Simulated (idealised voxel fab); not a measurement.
Process module heading - voxel transistor to metal
Pictured: cross-section cut, 195 nm wide, on a grid of 5 nm square cells.
Notation: cross-section as square-cell grid; stated in bands, top first, going down; one or more cell rows per band. Per band: top height and bottom height in nm, followed by the left-to-right materials and their widths in nm; "everywhere" marks a single material spanning edge to edge, "empty" marks empty space. Note: height 0 marks the level under which the wafer is uniformly one material as received. Lowest band unbounded below, written "0..down". The expression "30..40" gives the width at the extremes of the band, the first number at its top row of cells and the second at its bottom row, with the width changing by equal amounts from each row to the next in between. You'll sometimes find "remained unchanged" written for a step, and that's the way of saying that nowhere in the cross-section did a cell change during that step. Basically, "Closed void list" tells you about the enclosed voids: empty spaces with no open way to the top, 8 cells or bigger, each written width x height at distance, where distance is from the left edge, all in nm. That trailing text on a step's line, after the settings, is the simulator's own remark on the step. overlay nm: step with mask; distance mask lay right of planned place; negative value = left of planned place.

**Below is the list of planned process steps**
1 RECEIVE | material Si
2 OXIDIZE | depth nm 5
3 CONFORMAL_DEP | material SiN | thk nm 10
4 MASKED_ETCH | tone cover | mask id ACTIVE | width nm 115 | etch materials SiN | depth nm 10 | overlay nm 0
5 MASKED_ETCH | tone cover | mask id ACTIVE | width nm 115 | etch materials SiO2 | depth nm 5 | overlay nm 0
6 MASKED_ETCH | tone cover | mask id ACTIVE | width nm 115 | etch materials Si | depth nm 30 | overlay nm 0
7 FILL_DEP | material SiO2 | thk nm 15
8 CMP | height nm 10
9 SELECTIVE_ETCH | etch materials SiO2 | depth nm 10
10 STRIP | etch materials SiN
11 SELECTIVE_ETCH | etch materials SiO2 | depth nm 5
12 OXIDIZE | depth nm 5
13 DIRECTIONAL_DEP | material polySi | thk nm 25
14 DIRECTIONAL_DEP | material SiCN | thk nm 15
15 PATTERN | tone cover | mask id GATE | material resist | width nm 35 | thk nm 15 | overlay nm 0
16 DIRECTIONAL_ETCH | etch materials SiCN | depth nm 25
17 DIRECTIONAL_ETCH | etch materials polySi | depth nm 35
18 STRIP | etch materials resist
19 CONFORMAL_DEP | material SiN | thk nm 10
20 DIRECTIONAL_ETCH | etch materials SiN | depth nm 10
21 DIRECTIONAL_ETCH | etch materials SiO2 | depth nm 5
22 EPI | material SiGe | thk nm 5
23 FILL_DEP | material SiO2 | thk nm 5
24 CMP | height nm 20
25 STRIP | etch materials polySi
26 SELECTIVE_ETCH | etch materials SiO2 | depth nm 5
27 CONFORMAL_DEP | material HfO2 | thk nm 5
28 CONFORMAL_DEP | material TiN | thk nm 5
29 FILL_DEP | material W | thk nm 10
30 CMP | height nm 15
31 DIRECTIONAL_DEP | material SiO2 | thk nm 10
32 MASKED_ETCH | tone open | mask id CONTACT | width nm 15 | pitch nm 80 | etch materials SiO2 | depth nm 30 | overlay nm 0
33 CONFORMAL_DEP | material TiN | thk nm 5
34 FILL_DEP | material W | thk nm 10
35 CMP | height nm 25
36 CONFORMAL_DEP | material SiCN | thk nm 5
37 DIRECTIONAL_DEP | material SiO2 | thk nm 15
38 MASKED_ETCH | tone open | mask id METAL_1 | width nm 15 | pitch nm 80 | etch materials SiO2 | depth nm 15 | overlay nm 0
39 MASKED_ETCH | tone open | mask id METAL_1 | width nm 15 | pitch nm 80 | etch materials SiCN | depth nm 5 | overlay nm 0
40 CONFORMAL_DEP | material TiN | thk nm 5
41 FILL_DEP | material W | thk nm 10
42 CMP | height nm 45
43 CONFORMAL_DEP | material SiCN | thk nm 5
44 DIRECTIONAL_DEP | material SiO2 | thk nm 35
45 MASKED_ETCH | tone open | mask id METAL_2 | width nm 15 | pitch nm 80 | etch materials SiO2 | depth nm 20 | overlay nm 0
46 DIRECTIONAL_DEP | material aC | thk nm 15
47 PATTERN | tone open | mask id METAL_2_HOLES | material resist | width nm 15 | pitch nm 80 | thk nm 30 | overlay nm 0
48 DIRECTIONAL_ETCH | etch materials aC | depth nm 15
49 STRIP | etch materials resist
50 DIRECTIONAL_ETCH | etch materials SiO2 | depth nm 15
51 DIRECTIONAL_ETCH | etch materials SiCN | depth nm 5
52 STRIP | etch materials aC
53 CONFORMAL_DEP | material TiN | thk nm 5
54 FILL_DEP | material Ru | thk nm 10
55 CMP | height nm 85
56 CONFORMAL_DEP | material SiN | thk nm 5

**First of two wafers - as planned**

**Incoming wafer in cross-section (state: after step 1)**
> 0..down  Si everywhere
> Closed void list: none

**Wafer section view after processing step 2**
> 0..-5  SiO2 everywhere
> below -5: unchanged

**Wafer section view after processing step 3**
> 10..0  SiN everywhere
> below 0: unchanged

**Wafer section view after processing step 4**
> 10..0  empty: 40 | SiN: 115 | empty: 40
> below 0: unchanged

**Wafer section view after processing step 5**
> 10..0  empty: 40 | SiN: 115 | empty: 40
> 0..-5  empty: 40 | SiO2: 115 | empty: 40
> below -5: unchanged

**Wafer section view after processing step 6**
> 10..0  empty: 40 | SiN: 115 | empty: 40
> 0..-5  empty: 40 | SiO2: 115 | empty: 40
> -5..-35  empty: 40 | Si: 115 | empty: 40
> below -35: unchanged

**Wafer section view after processing step 7**
> 25..10  SiO2 everywhere
> 10..0  SiO2: 40 | SiN: 115 | SiO2: 40
> 0..-5  SiO2 everywhere
> -5..-35  SiO2: 40 | Si: 115 | SiO2: 40
> below -35: unchanged

**Wafer section view after processing step 8**
> 10..0  SiO2: 40 | SiN: 115 | SiO2: 40
> below 0: unchanged

**Wafer section view after processing step 9**
> 10..0  empty: 40 | SiN: 115 | empty: 40
> below 0: unchanged

**Wafer section view after processing step 10**
> 0..-5  SiO2 everywhere
> below -5: unchanged

**Wafer section view after processing step 11**
> -5..-35  SiO2: 40 | Si: 115 | SiO2: 40
> below -35: unchanged

**Wafer section view after processing step 12**
> -5..-10  SiO2 everywhere
> below -10: unchanged

**Wafer section view after processing step 13**
> 20..-5  polySi everywhere
> below -5: unchanged

**Wafer section view after processing step 14**
> 35..20  SiCN everywhere
> below 20: unchanged

**Wafer section view after processing step 15**
> 50..35  empty: 80 | resist: 35 | empty: 80
> below 35: unchanged

**Wafer section view after processing step 16**
> 50..35  empty: 80 | resist: 35 | empty: 80
> 35..20  empty: 80 | SiCN: 35 | empty: 80
> below 20: unchanged

**Wafer section view after processing step 17**
> 50..35  empty: 80 | resist: 35 | empty: 80
> 35..20  empty: 80 | SiCN: 35 | empty: 80
> 20..-5  empty: 80 | polySi: 35 | empty: 80
> below -5: unchanged

**Wafer section view after processing step 18**
> 35..20  empty: 80 | SiCN: 35 | empty: 80
> below 20: unchanged

**Wafer section view after processing step 19**
> 45..35  empty: 70 | SiN: 55 | empty: 70
> 35..20  empty: 70 | SiN: 10 | SiCN: 35 | SiN: 10 | empty: 70
> 20..5  empty: 70 | SiN: 10 | polySi: 35 | SiN: 10 | empty: 70
> 5..-5  SiN: 80 | polySi: 35 | SiN: 80
> below -5: unchanged

**Wafer section view after processing step 20**
> 35..20  empty: 70 | SiN: 10 | SiCN: 35 | SiN: 10 | empty: 70
> 20..-5  empty: 70 | SiN: 10 | polySi: 35 | SiN: 10 | empty: 70
> below -5: unchanged

**Wafer section view after processing step 21**
> 35..20  empty: 70 | SiN: 10 | SiCN: 35 | SiN: 10 | empty: 70
> 20..-5  empty: 70 | SiN: 10 | polySi: 35 | SiN: 10 | empty: 70
> -5..-10  empty: 70 | SiO2: 55 | empty: 70
> below -10: unchanged

**Wafer section view after processing step 22**
> 35..20  empty: 70 | SiN: 10 | SiCN: 35 | SiN: 10 | empty: 70
> 20..-5  empty: 70 | SiN: 10 | polySi: 35 | SiN: 10 | empty: 70
> -5..-10  empty: 35 | SiGe: 35 | SiO2: 55 | SiGe: 35 | empty: 35
> below -10: unchanged

**Wafer section view after processing step 23**
> 40..35  SiO2 everywhere
> 35..20  SiO2: 70 | SiN: 10 | SiCN: 35 | SiN: 10 | SiO2: 70
> 20..-5  SiO2: 70 | SiN: 10 | polySi: 35 | SiN: 10 | SiO2: 70
> -5..-10  SiO2: 35 | SiGe: 35 | SiO2: 55 | SiGe: 35 | SiO2: 35
> below -10: unchanged

**Wafer section view after processing step 24**
> 20..-5  SiO2: 70 | SiN: 10 | polySi: 35 | SiN: 10 | SiO2: 70
> below -5: unchanged

**Wafer section view after processing step 25**
> 20..-5  SiO2: 70 | SiN: 10 | empty: 35 | SiN: 10 | SiO2: 70
> below -5: unchanged

**Wafer section view after processing step 26**
> 20..15  empty: 70 | SiN: 10 | empty: 35 | SiN: 10 | empty: 70
> 15..-5  SiO2: 70 | SiN: 10 | empty: 35 | SiN: 10 | SiO2: 70
> -5..-10  SiO2: 35 | SiGe: 35 | SiO2: 5 | empty: 45 | SiO2: 5 | SiGe: 35 | SiO2: 35
> below -10: unchanged

**Wafer section view after processing step 27**
> 25..20  empty: 65 | HfO2: 20 | empty: 25 | HfO2: 20 | empty: 65
> 20..15  HfO2: 70 | SiN: 10 | HfO2: 5 | empty: 25 | HfO2: 5 | SiN: 10 | HfO2: 70
> 15..-5  SiO2: 70 | SiN: 10 | HfO2: 5 | empty: 25 | HfO2: 5 | SiN: 10 | SiO2: 70
> -5..-10  SiO2: 35 | SiGe: 35 | SiO2: 5 | HfO2: 45 | SiO2: 5 | SiGe: 35 | SiO2: 35
> below -10: unchanged

**Wafer section view after processing step 28**
> 30..25  empty: 60 | TiN: 30 | empty: 15 | TiN: 30 | empty: 60
> 25..20  TiN: 65 | HfO2: 20 | TiN: 5 | empty: 15 | TiN: 5 | HfO2: 20 | TiN: 65
> 20..15  HfO2: 70 | SiN: 10 | HfO2: 5 | TiN: 5 | empty: 15 | TiN: 5 | HfO2: 5 | SiN: 10 | HfO2: 70
> 15..0  SiO2: 70 | SiN: 10 | HfO2: 5 | TiN: 5 | empty: 15 | TiN: 5 | HfO2: 5 | SiN: 10 | SiO2: 70
> 0..-5  SiO2: 70 | SiN: 10 | HfO2: 5 | TiN: 25 | HfO2: 5 | SiN: 10 | SiO2: 70
> below -5: unchanged

**Wafer section view after processing step 29**
> 40..30  W everywhere
> 30..25  W: 60 | TiN: 30 | W: 15 | TiN: 30 | W: 60
> 25..20  TiN: 65 | HfO2: 20 | TiN: 5 | W: 15 | TiN: 5 | HfO2: 20 | TiN: 65
> 20..15  HfO2: 70 | SiN: 10 | HfO2: 5 | TiN: 5 | W: 15 | TiN: 5 | HfO2: 5 | SiN: 10 | HfO2: 70
> 15..0  SiO2: 70 | SiN: 10 | HfO2: 5 | TiN: 5 | W: 15 | TiN: 5 | HfO2: 5 | SiN: 10 | SiO2: 70
> below 0: unchanged

**Wafer section view after processing step 30**
> 15..0  SiO2: 70 | SiN: 10 | HfO2: 5 | TiN: 5 | W: 15 | TiN: 5 | HfO2: 5 | SiN: 10 | SiO2: 70
> below 0: unchanged

**Wafer section view after processing step 31**
> 25..15  SiO2 everywhere
> below 15: unchanged

**Wafer section view after processing step 32**
> 25..15  SiO2: 50 | empty: 15 | SiO2: 65 | empty: 15 | SiO2: 50
> 15..0  SiO2: 50 | empty: 15 | SiO2: 5 | SiN: 10 | HfO2: 5 | TiN: 5 | W: 15 | TiN: 5 | HfO2: 5 | SiN: 10 | SiO2: 5 | empty: 15 | SiO2: 50
> 0..-5  SiO2: 50 | empty: 15 | SiO2: 5 | SiN: 10 | HfO2: 5 | TiN: 25 | HfO2: 5 | SiN: 10 | SiO2: 5 | empty: 15 | SiO2: 50
> below -5: unchanged

**Wafer section view after processing step 33**
> 30..25  TiN: 55 | empty: 5 | TiN: 75 | empty: 5 | TiN: 55
> 25..15  SiO2: 50 | TiN: 5 | empty: 5 | TiN: 5 | SiO2: 65 | TiN: 5 | empty: 5 | TiN: 5 | SiO2: 50
> 15..0  SiO2: 50 | TiN: 5 | empty: 5 | TiN: 5 | SiO2: 5 | SiN: 10 | HfO2: 5 | TiN: 5 | W: 15 | TiN: 5 | HfO2: 5 | SiN: 10 | SiO2: 5 | TiN: 5 | empty: 5 | TiN: 5 | SiO2: 50
> 0..-5  SiO2: 50 | TiN: 15 | SiO2: 5 | SiN: 10 | HfO2: 5 | TiN: 25 | HfO2: 5 | SiN: 10 | SiO2: 5 | TiN: 15 | SiO2: 50
> below -5: unchanged

**Wafer section view after processing step 34**
> 40..30  W everywhere
> 30..25  TiN: 55 | W: 5 | TiN: 75 | W: 5 | TiN: 55
> 25..15  SiO2: 50 | TiN: 5 | W: 5 | TiN: 5 | SiO2: 65 | TiN: 5 | W: 5 | TiN: 5 | SiO2: 50
> 15..0  SiO2: 50 | TiN: 5 | W: 5 | TiN: 5 | SiO2: 5 | SiN: 10 | HfO2: 5 | TiN: 5 | W: 15 | TiN: 5 | HfO2: 5 | SiN: 10 | SiO2: 5 | TiN: 5 | W: 5 | TiN: 5 | SiO2: 50
> below 0: unchanged

**Wafer section view after processing step 35**
> 25..15  SiO2: 50 | TiN: 5 | W: 5 | TiN: 5 | SiO2: 65 | TiN: 5 | W: 5 | TiN: 5 | SiO2: 50
> below 15: unchanged

**Wafer section view after processing step 36**
> 30..25  SiCN everywhere
> below 25: unchanged

**Wafer section view after processing step 37**
> 45..30  SiO2 everywhere
> below 30: unchanged

**Wafer section view after processing step 38**
> 45..30  SiO2: 50 | empty: 15 | SiO2: 65 | empty: 15 | SiO2: 50
> below 30: unchanged

**Wafer section view after processing step 39**
> 45..30  SiO2: 50 | empty: 15 | SiO2: 65 | empty: 15 | SiO2: 50
> 30..25  SiCN: 50 | empty: 15 | SiCN: 65 | empty: 15 | SiCN: 50
> below 25: unchanged

**Wafer section view after processing step 40**
> 50..45  TiN: 55 | empty: 5 | TiN: 75 | empty: 5 | TiN: 55
> 45..30  SiO2: 50 | TiN: 5 | empty: 5 | TiN: 5 | SiO2: 65 | TiN: 5 | empty: 5 | TiN: 5 | SiO2: 50
> 30..25  SiCN: 50 | TiN: 15 | SiCN: 65 | TiN: 15 | SiCN: 50
> below 25: unchanged

**Wafer section view after processing step 41**
> 60..50  W everywhere
> 50..45  TiN: 55 | W: 5 | TiN: 75 | W: 5 | TiN: 55
> 45..30  SiO2: 50 | TiN: 5 | W: 5 | TiN: 5 | SiO2: 65 | TiN: 5 | W: 5 | TiN: 5 | SiO2: 50
> below 30: unchanged

**Wafer section view after processing step 42**
> 45..30  SiO2: 50 | TiN: 5 | W: 5 | TiN: 5 | SiO2: 65 | TiN: 5 | W: 5 | TiN: 5 | SiO2: 50
> below 30: unchanged

**Wafer section view after processing step 43**
> 50..45  SiCN everywhere
> below 45: unchanged

**Wafer section view after processing step 44**
> 85..50  SiO2 everywhere
> below 50: unchanged

**Wafer section view after processing step 45**
> 85..65  SiO2: 50 | empty: 15 | SiO2: 65 | empty: 15 | SiO2: 50
> below 65: unchanged

**Wafer section view after processing step 46**
> 100..85  aC: 50 | empty: 15 | aC: 65 | empty: 15 | aC: 50
> 85..80  SiO2: 50 | empty: 15 | SiO2: 65 | empty: 15 | SiO2: 50
> 80..65  SiO2: 50 | aC: 15 | SiO2: 65 | aC: 15 | SiO2: 50
> below 65: unchanged

**Wafer section view after processing step 47**
> 130..100  resist: 50 | empty: 15 | resist: 65 | empty: 15 | resist: 50
> below 100: unchanged

**Wafer section view after processing step 48**
> 115..100  resist: 50 | empty: 15 | resist: 65 | empty: 15 | resist: 50
> 100..85  aC: 50 | empty: 15 | aC: 65 | empty: 15 | aC: 50
> 85..65  SiO2: 50 | empty: 15 | SiO2: 65 | empty: 15 | SiO2: 50
> below 65: unchanged

**Wafer section view after processing step 49**
> 100..85  aC: 50 | empty: 15 | aC: 65 | empty: 15 | aC: 50
> below 85: unchanged

**Wafer section view after processing step 50**
> 100..85  aC: 50 | empty: 15 | aC: 65 | empty: 15 | aC: 50
> 85..50  SiO2: 50 | empty: 15 | SiO2: 65 | empty: 15 | SiO2: 50
> below 50: unchanged

**Wafer section view after processing step 51**
> 100..85  aC: 50 | empty: 15 | aC: 65 | empty: 15 | aC: 50
> 85..50  SiO2: 50 | empty: 15 | SiO2: 65 | empty: 15 | SiO2: 50
> 50..45  SiCN: 50 | empty: 15 | SiCN: 65 | empty: 15 | SiCN: 50
> below 45: unchanged

**Wafer section view after processing step 52**
> 85..50  SiO2: 50 | empty: 15 | SiO2: 65 | empty: 15 | SiO2: 50
> below 50: unchanged

**Wafer section view after processing step 53**
> 90..85  TiN: 55 | empty: 5 | TiN: 75 | empty: 5 | TiN: 55
> 85..50  SiO2: 50 | TiN: 5 | empty: 5 | TiN: 5 | SiO2: 65 | TiN: 5 | empty: 5 | TiN: 5 | SiO2: 50
> 50..45  SiCN: 50 | TiN: 15 | SiCN: 65 | TiN: 15 | SiCN: 50
> below 45: unchanged

**Wafer section view after processing step 54**
> 100..90  Ru everywhere
> 90..85  TiN: 55 | Ru: 5 | TiN: 75 | Ru: 5 | TiN: 55
> 85..50  SiO2: 50 | TiN: 5 | Ru: 5 | TiN: 5 | SiO2: 65 | TiN: 5 | Ru: 5 | TiN: 5 | SiO2: 50
> below 50: unchanged

**Wafer section view after processing step 55**
> 85..50  SiO2: 50 | TiN: 5 | Ru: 5 | TiN: 5 | SiO2: 65 | TiN: 5 | Ru: 5 | TiN: 5 | SiO2: 50
> below 50: unchanged

**Wafer section view after processing step 56**
> 90..85  SiN everywhere
> below 85: unchanged

**Okay, second wafer. Nothing different at the start, nothing different in the plan, just one mistake somewhere in the running. As far as step 31, counting that step, it's the first wafer all over again**

**At the planned end of step 32, the second wafer in cross-section**
> 25..15  empty: 50 | SiO2: 15 | empty: 65 | SiO2: 15 | empty: 50
> 15..0  empty: 50 | SiO2: 15 | empty: 5 | SiN: 10 | HfO2: 5 | TiN: 5 | W: 15 | TiN: 5 | HfO2: 5 | SiN: 10 | empty: 5 | SiO2: 15 | empty: 50
> 0..-5  empty: 50 | SiO2: 15 | empty: 5 | SiN: 10 | HfO2: 5 | TiN: 25 | HfO2: 5 | SiN: 10 | empty: 5 | SiO2: 15 | empty: 50
> below -5: unchanged

**At the planned end of step 33, the second wafer in cross-section**
> 30..25  empty: 45 | TiN: 25 | empty: 55 | TiN: 25 | empty: 45
> 25..20  empty: 45 | TiN: 5 | SiO2: 15 | TiN: 5 | empty: 55 | TiN: 5 | SiO2: 15 | TiN: 5 | empty: 45
> 20..15  empty: 45 | TiN: 5 | SiO2: 15 | TiN: 65 | SiO2: 15 | TiN: 5 | empty: 45
> 15..0  empty: 45 | TiN: 5 | SiO2: 15 | TiN: 5 | SiN: 10 | HfO2: 5 | TiN: 5 | W: 15 | TiN: 5 | HfO2: 5 | SiN: 10 | TiN: 5 | SiO2: 15 | TiN: 5 | empty: 45
> 0..-5  TiN: 50 | SiO2: 15 | TiN: 5 | SiN: 10 | HfO2: 5 | TiN: 25 | HfO2: 5 | SiN: 10 | TiN: 5 | SiO2: 15 | TiN: 50
> below -5: unchanged

**At the planned end of step 34, the second wafer in cross-section**
> 40..30  W everywhere
> 30..25  W: 45 | TiN: 25 | W: 55 | TiN: 25 | W: 45
> 25..20  W: 45 | TiN: 5 | SiO2: 15 | TiN: 5 | W: 55 | TiN: 5 | SiO2: 15 | TiN: 5 | W: 45
> 20..15  W: 45 | TiN: 5 | SiO2: 15 | TiN: 65 | SiO2: 15 | TiN: 5 | W: 45
> 15..0  W: 45 | TiN: 5 | SiO2: 15 | TiN: 5 | SiN: 10 | HfO2: 5 | TiN: 5 | W: 15 | TiN: 5 | HfO2: 5 | SiN: 10 | TiN: 5 | SiO2: 15 | TiN: 5 | W: 45
> below 0: unchanged

**At the planned end of step 35, the second wafer in cross-section**
> 25..20  W: 45 | TiN: 5 | SiO2: 15 | TiN: 5 | W: 55 | TiN: 5 | SiO2: 15 | TiN: 5 | W: 45
> below 20: unchanged

**At the planned end of step 36, the second wafer in cross-section**
> 30..25  SiCN everywhere
> below 25: unchanged

**At the planned end of step 37, the second wafer in cross-section**
> 45..30  SiO2 everywhere
> below 30: unchanged

**At the planned end of step 38, the second wafer in cross-section**
> 45..30  SiO2: 50 | empty: 15 | SiO2: 65 | empty: 15 | SiO2: 50
> below 30: unchanged

**At the planned end of step 39, the second wafer in cross-section**
> 45..30  SiO2: 50 | empty: 15 | SiO2: 65 | empty: 15 | SiO2: 50
> 30..25  SiCN: 50 | empty: 15 | SiCN: 65 | empty: 15 | SiCN: 50
> below 25: unchanged

**At the planned end of step 40, the second wafer in cross-section**
> 50..45  TiN: 55 | empty: 5 | TiN: 75 | empty: 5 | TiN: 55
> 45..30  SiO2: 50 | TiN: 5 | empty: 5 | TiN: 5 | SiO2: 65 | TiN: 5 | empty: 5 | TiN: 5 | SiO2: 50
> 30..25  SiCN: 50 | TiN: 15 | SiCN: 65 | TiN: 15 | SiCN: 50
> below 25: unchanged

**At the planned end of step 41, the second wafer in cross-section**
> 60..50  W everywhere
> 50..45  TiN: 55 | W: 5 | TiN: 75 | W: 5 | TiN: 55
> 45..30  SiO2: 50 | TiN: 5 | W: 5 | TiN: 5 | SiO2: 65 | TiN: 5 | W: 5 | TiN: 5 | SiO2: 50
> below 30: unchanged

**At the planned end of step 42, the second wafer in cross-section**
> 45..30  SiO2: 50 | TiN: 5 | W: 5 | TiN: 5 | SiO2: 65 | TiN: 5 | W: 5 | TiN: 5 | SiO2: 50
> below 30: unchanged

**At the planned end of step 43, the second wafer in cross-section**
> 50..45  SiCN everywhere
> below 45: unchanged

**At the planned end of step 44, the second wafer in cross-section**
> 85..50  SiO2 everywhere
> below 50: unchanged

**At the planned end of step 45, the second wafer in cross-section**
> 85..65  SiO2: 50 | empty: 15 | SiO2: 65 | empty: 15 | SiO2: 50
> below 65: unchanged

**At the planned end of step 46, the second wafer in cross-section**
> 100..85  aC: 50 | empty: 15 | aC: 65 | empty: 15 | aC: 50
> 85..80  SiO2: 50 | empty: 15 | SiO2: 65 | empty: 15 | SiO2: 50
> 80..65  SiO2: 50 | aC: 15 | SiO2: 65 | aC: 15 | SiO2: 50
> below 65: unchanged

**At the planned end of step 47, the second wafer in cross-section**
> 130..100  resist: 50 | empty: 15 | resist: 65 | empty: 15 | resist: 50
> below 100: unchanged

**At the planned end of step 48, the second wafer in cross-section**
> 115..100  resist: 50 | empty: 15 | resist: 65 | empty: 15 | resist: 50
> 100..85  aC: 50 | empty: 15 | aC: 65 | empty: 15 | aC: 50
> 85..65  SiO2: 50 | empty: 15 | SiO2: 65 | empty: 15 | SiO2: 50
> below 65: unchanged

**At the planned end of step 49, the second wafer in cross-section**
> 100..85  aC: 50 | empty: 15 | aC: 65 | empty: 15 | aC: 50
> below 85: unchanged

**At the planned end of step 50, the second wafer in cross-section**
> 100..85  aC: 50 | empty: 15 | aC: 65 | empty: 15 | aC: 50
> 85..50  SiO2: 50 | empty: 15 | SiO2: 65 | empty: 15 | SiO2: 50
> below 50: unchanged

**At the planned end of step 51, the second wafer in cross-section**
> 100..85  aC: 50 | empty: 15 | aC: 65 | empty: 15 | aC: 50
> 85..50  SiO2: 50 | empty: 15 | SiO2: 65 | empty: 15 | SiO2: 50
> 50..45  SiCN: 50 | empty: 15 | SiCN: 65 | empty: 15 | SiCN: 50
> below 45: unchanged

**At the planned end of step 52, the second wafer in cross-section**
> 85..50  SiO2: 50 | empty: 15 | SiO2: 65 | empty: 15 | SiO2: 50
> below 50: unchanged

**At the planned end of step 53, the second wafer in cross-section**
> 90..85  TiN: 55 | empty: 5 | TiN: 75 | empty: 5 | TiN: 55
> 85..50  SiO2: 50 | TiN: 5 | empty: 5 | TiN: 5 | SiO2: 65 | TiN: 5 | empty: 5 | TiN: 5 | SiO2: 50
> 50..45  SiCN: 50 | TiN: 15 | SiCN: 65 | TiN: 15 | SiCN: 50
> below 45: unchanged

**At the planned end of step 54, the second wafer in cross-section**
> 100..90  Ru everywhere
> 90..85  TiN: 55 | Ru: 5 | TiN: 75 | Ru: 5 | TiN: 55
> 85..50  SiO2: 50 | TiN: 5 | Ru: 5 | TiN: 5 | SiO2: 65 | TiN: 5 | Ru: 5 | TiN: 5 | SiO2: 50
> below 50: unchanged

**At the planned end of step 55, the second wafer in cross-section**
> 85..50  SiO2: 50 | TiN: 5 | Ru: 5 | TiN: 5 | SiO2: 65 | TiN: 5 | Ru: 5 | TiN: 5 | SiO2: 50
> below 50: unchanged

**At the planned end of step 56, the second wafer in cross-section**
> 90..85  SiN everywhere
> below 85: unchanged
Error vs. plan: step 32 off recipe, ran as MASKED_ETCH | tone cover | mask id CONTACT | width nm 15 | pitch nm 80 | etch materials SiO2 | depth nm 30 | overlay nm 0
at the end the second wafer has, in cells: 118 fewer of SiO2, 27 more of TiN, 91 more of W
